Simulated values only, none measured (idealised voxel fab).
Process module, titled voxel released beams
190 nm wide, 5 nm square cells: that's cross-section cut.
If you're reading a cross-section in this doc, picture square cells in a grid; it comes to you as bands, top ones listed first down to the bottom, and a band can be one or more rows of cells.
It is stipulated that each band's entry specify, in nanometres, the height of the top of the band and then that of its bottom, followed by the materials of the band in left-to-right sequence, each together with its width in nanometres. A single material marked by the word "throughout" is understood to fill the band from edge to edge; the word "blank" is understood to denote empty space.
The level at which height equals 0 is the one under which the wafer, as it arrives, is entirely one material. No lower edge exists for the bottom band, which continues downward and is notated as in "from 0 down".
Width: "30->40" (first number = top row, second number = bottom row, same change from row to row of cells).
Step marked "left unchanged"? Then no cell in the cross-section changed in it.
So "Enclosed internal voids" is basically the list of trapped voids: any empty space of 8 cells or more that can't reach the top through an opening. They're written width x height at distance, the distance being from the left edge, and it's all nm.
Where a step's line continues beyond its settings, the continuation is a remark by the simulator itself on that step.
The optional step-line setting "overlay nm" applies to steps with a mask and quantifies how far to the right of its planned location the mask lay, a negative value indicating leftward placement.

# plan
- 1: op RECEIVE | material Si
- 2: op CONFORMAL_DEP | material SiN | thk nm 5
- 3: op DIRECTIONAL_DEP | material SiO2 | thk nm 20
- 4: op PATTERN | tone open | mask id ANCHOR | material resist | width nm 35 | thk nm 15 | overlay nm 0
- 5: op DIRECTIONAL_ETCH | etch materials SiO2 | depth nm 20
- 6: op STRIP | etch materials resist
- 7: op CONFORMAL_DEP | material W | thk nm 10
- 8: op PATTERN | tone cover | mask id BEAM | material resist | width nm 120 | thk nm 15 | overlay nm 0
- 9: op DIRECTIONAL_ETCH | etch materials W | depth nm 10
- 10: op STRIP | etch materials resist
- 11: op STRIP | etch materials SiO2

# First of two wafers, with the run carried out as planned

# Wafer at receipt (post step 1), cross-section
- from 0 down  Si throughout
- Enclosed internal voids: none

# How the wafer stands in section after step 2
- from 5 to 0  SiN throughout
- Whatever lies below 0 is exactly as it was before.

# How the wafer stands in section after step 3
- from 25 to 5  SiO2 throughout
- Whatever lies below 5 is exactly as it was before.

# How the wafer stands in section after step 4
- from 40 to 25  resist=35 / blank=35 / resist=120
- Whatever lies below 25 is exactly as it was before.

# How the wafer stands in section after step 5
- from 40 to 25  resist=35 / blank=35 / resist=120
- from 25 to 5  SiO2=35 / blank=35 / SiO2=120
- Whatever lies below 5 is exactly as it was before.

# How the wafer stands in section after step 6
- from 25 to 5  SiO2=35 / blank=35 / SiO2=120
- Whatever lies below 5 is exactly as it was before.

# How the wafer stands in section after step 7
- from 35 to 25  W=45 / blank=15 / W=130
- from 25 to 15  SiO2=35 / W=10 / blank=15 / W=10 / SiO2=120
- from 15 to 5  SiO2=35 / W=35 / SiO2=120
- Whatever lies below 5 is exactly as it was before.

# How the wafer stands in section after step 8
- from 50 to 35  blank=30 / resist=120 / blank=40
- from 35 to 25  W=45 / resist=15 / W=130
- from 25 to 15  SiO2=35 / W=10 / resist=15 / W=10 / SiO2=120
- Whatever lies below 15 is exactly as it was before.

# How the wafer stands in section after step 9
- from 50 to 35  blank=30 / resist=120 / blank=40
- from 35 to 25  blank=30 / W=15 / resist=15 / W=90 / blank=40
- Whatever lies below 25 is exactly as it was before.

# How the wafer stands in section after step 10
- from 35 to 25  blank=30 / W=15 / blank=15 / W=90 / blank=40
- from 25 to 15  SiO2=35 / W=10 / blank=15 / W=10 / SiO2=120
- Whatever lies below 15 is exactly as it was before.

# How the wafer stands in section after step 11
- from 35 to 25  blank=30 / W=15 / blank=15 / W=90 / blank=40
- from 25 to 15  blank=35 / W=10 / blank=15 / W=10 / blank=120
- from 15 to 5  blank=35 / W=35 / blank=120
- Whatever lies below 5 is exactly as it was before.

# second wafer: like start, like plan, one mistake. Through step 1 it matches the first wafer

# when step 2 should have ended
- from 20 to 0  SiO2 throughout
- Whatever lies below 0 is exactly as it was before.

# when step 3 should have ended
- from 25 to 20  SiN throughout
- Whatever lies below 20 is exactly as it was before.

# when step 4 should have ended
- from 40 to 25  resist=35 / blank=35 / resist=120
- Whatever lies below 25 is exactly as it was before.

when step 5 should have ended: left unchanged

# when step 6 should have ended
- from 25 to 20  SiN throughout
- Whatever lies below 20 is exactly as it was before.

# when step 7 should have ended
- from 35 to 25  W throughout
- Whatever lies below 25 is exactly as it was before.

# when step 8 should have ended
- from 50 to 35  blank=30 / resist=120 / blank=40
- Whatever lies below 35 is exactly as it was before.

# when step 9 should have ended
- from 50 to 35  blank=30 / resist=120 / blank=40
- from 35 to 25  blank=30 / W=120 / blank=40
- Whatever lies below 25 is exactly as it was before.

# when step 10 should have ended
- from 35 to 25  blank=30 / W=120 / blank=40
- Whatever lies below 25 is exactly as it was before.

when step 11 should have ended: left unchanged
Plan not followed: deviation from plan: step 3 and step 2 executed in one another's positions
Count the cells at the end and the second wafer has more or fewer of some materials than the first: SiO2 +152, W -16
